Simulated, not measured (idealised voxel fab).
process module | voxel air gaps
cross-section cut | 170 nm wide | cells 5 nm
A cross-section is a grid of square cells, given in bands from the top down. A band is one or more rows of cells.
Each band's line starts with the height of the band's top and of its bottom, in nm. Then come its materials from left to right, each with its width in nm. One material with "throughout" fills the band from edge to edge. "air" is empty space.
Height 0 is the level under which the wafer as received is all one material. The lowest band goes on downwards, as in "0 down".
A width such as "30 to 40" changes by the same amount from each row of cells to the next, from the band's top row to its bottom row.
"no change" after a step means that no cell of the cross-section changed.
closed voids: empty space of 8 cells or more with no open way to the top, each as width x height at its distance from the left edge, in nm
after a step's settings: what the simulator itself notes on the step
overlay nm, on a step with a mask: how far to the right of its planned place the mask lay; to the left if negative
plan
1 op RECEIVE | material Si
2 op CONFORMAL_DEP | material SiO2 | thk nm 10
3 op CONFORMAL_DEP | material SiN | thk nm 5
4 op DIRECTIONAL_DEP | material lowk | thk nm 40
5 op DIRECTIONAL_DEP | material aC | thk nm 10
6 op PATTERN | tone open | mask id LINES | material resist | width nm 20 | pitch nm 45 | thk nm 25 | overlay nm 0
7 op DIRECTIONAL_ETCH | etch materials aC | depth nm 10
8 op STRIP | etch materials resist
9 op DIRECTIONAL_ETCH | etch materials lowk | depth nm 40
10 op STRIP | etch materials aC
11 op CONFORMAL_DEP | material TiN | thk nm 5
12 op FILL_DEP | material Ru | thk nm 10
13 op CMP | height nm 55
14 op EPI | material Ru | thk nm 10
15 op SELECTIVE_ETCH | etch materials lowk | depth nm 50
16 op CONFORMAL_DEP | material SiCN | thk nm 5
first wafer, as planned
as received, after step 1
  0 down: Si throughout
  closed voids: none
after step 2
  10 to 0: SiO2 throughout
  below 0: unchanged
after step 3
  15 to 10: SiN throughout
  below 10: unchanged
after step 4
  55 to 15: lowk throughout
  below 15: unchanged
after step 5
  65 to 55: aC throughout
  below 55: unchanged
after step 6
  90 to 65: resist 30 | air 20 | resist 25 | air 20 | resist 25 | air 20 | resist 30
  below 65: unchanged
after step 7
  80 to 65: resist 30 | air 20 | resist 25 | air 20 | resist 25 | air 20 | resist 30
  65 to 55: aC 30 | air 20 | aC 25 | air 20 | aC 25 | air 20 | aC 30
  below 55: unchanged
after step 8
  65 to 55: aC 30 | air 20 | aC 25 | air 20 | aC 25 | air 20 | aC 30
  below 55: unchanged
after step 9
  65 to 55: aC 30 | air 20 | aC 25 | air 20 | aC 25 | air 20 | aC 30
  55 to 15: lowk 30 | air 20 | lowk 25 | air 20 | lowk 25 | air 20 | lowk 30
  below 15: unchanged
after step 10
  55 to 15: lowk 30 | air 20 | lowk 25 | air 20 | lowk 25 | air 20 | lowk 30
  below 15: unchanged
after step 11
  60 to 55: TiN 35 | air 10 | TiN 35 | air 10 | TiN 35 | air 10 | TiN 35
  55 to 20: lowk 30 | TiN 5 | air 10 | TiN 5 | lowk 25 | TiN 5 | air 10 | TiN 5 | lowk 25 | TiN 5 | air 10 | TiN 5 | lowk 30
  20 to 15: lowk 30 | TiN 20 | lowk 25 | TiN 20 | lowk 25 | TiN 20 | lowk 30
  below 15: unchanged
after step 12
  70 to 60: Ru throughout
  60 to 55: TiN 35 | Ru 10 | TiN 35 | Ru 10 | TiN 35 | Ru 10 | TiN 35
  55 to 20: lowk 30 | TiN 5 | Ru 10 | TiN 5 | lowk 25 | TiN 5 | Ru 10 | TiN 5 | lowk 25 | TiN 5 | Ru 10 | TiN 5 | lowk 30
  below 20: unchanged
after step 13
  55 to 20: lowk 30 | TiN 5 | Ru 10 | TiN 5 | lowk 25 | TiN 5 | Ru 10 | TiN 5 | lowk 25 | TiN 5 | Ru 10 | TiN 5 | lowk 30
  below 20: unchanged
after step 14
  65 to 55: air 20 | Ru 40 | air 5 | Ru 40 | air 5 | Ru 40 | air 20
  below 55: unchanged
after step 15
  65 to 55: air 20 | Ru 40 | air 5 | Ru 40 | air 5 | Ru 40 | air 20
  55 to 20: air 30 | TiN 5 | Ru 10 | TiN 5 | air 25 | TiN 5 | Ru 10 | TiN 5 | air 25 | TiN 5 | Ru 10 | TiN 5 | air 30
  20 to 15: air 30 | TiN 20 | air 25 | TiN 20 | air 25 | TiN 20 | air 30
  below 15: unchanged
after step 16
  70 to 65: air 15 | SiCN 140 | air 15
  65 to 55: air 15 | SiCN 5 | Ru 40 | SiCN 5 | Ru 40 | SiCN 5 | Ru 40 | SiCN 5 | air 15
  55 to 50: air 15 | SiCN 15 | TiN 5 | Ru 10 | TiN 5 | SiCN 25 | TiN 5 | Ru 10 | TiN 5 | SiCN 25 | TiN 5 | Ru 10 | TiN 5 | SiCN 15 | air 15
  50 to 20: air 25 | SiCN 5 | TiN 5 | Ru 10 | TiN 5 | SiCN 5 | air 15 | SiCN 5 | TiN 5 | Ru 10 | TiN 5 | SiCN 5 | air 15 | SiCN 5 | TiN 5 | Ru 10 | TiN 5 | SiCN 5 | air 25
  20 to 15: SiCN 30 | TiN 20 | SiCN 25 | TiN 20 | SiCN 25 | TiN 20 | SiCN 30
  below 15: unchanged
  closed voids: 15 x 30 at 55; 15 x 30 at 100
second wafer: like start, like plan, one mistake. Through step 2 it matches the first wafer
when step 3 should have ended
  50 to 10: lowk throughout
  below 10: unchanged
when step 4 should have ended
  55 to 50: SiN throughout
  below 50: unchanged
when step 5 should have ended
  65 to 55: aC throughout
  below 55: unchanged
when step 6 should have ended
  90 to 65: resist 30 | air 20 | resist 25 | air 20 | resist 25 | air 20 | resist 30
  below 65: unchanged
when step 7 should have ended
  80 to 65: resist 30 | air 20 | resist 25 | air 20 | resist 25 | air 20 | resist 30
  65 to 55: aC 30 | air 20 | aC 25 | air 20 | aC 25 | air 20 | aC 30
  below 55: unchanged
when step 8 should have ended
  65 to 55: aC 30 | air 20 | aC 25 | air 20 | aC 25 | air 20 | aC 30
  below 55: unchanged
when step 9 should have ended: no change
when step 10 should have ended
  55 to 50: SiN throughout
  below 50: unchanged
when step 11 should have ended
  60 to 55: TiN throughout
  below 55: unchanged
when step 12 should have ended
  70 to 60: Ru throughout
  below 60: unchanged
when step 13 should have ended
  55 to 50: SiN throughout
  below 50: unchanged
when step 14 should have ended: no change
when step 15 should have ended: no change
when step 16 should have ended
  60 to 55: SiCN throughout
  below 55: unchanged
what went wrong: steps 3 and 4 were swapped
at the end the second wafer has, in cells: 90 fewer of Ru | 76 fewer of SiCN | 54 fewer of TiN | 272 more of lowk
closed voids at the end (first wafer, second wafer): 2, 0
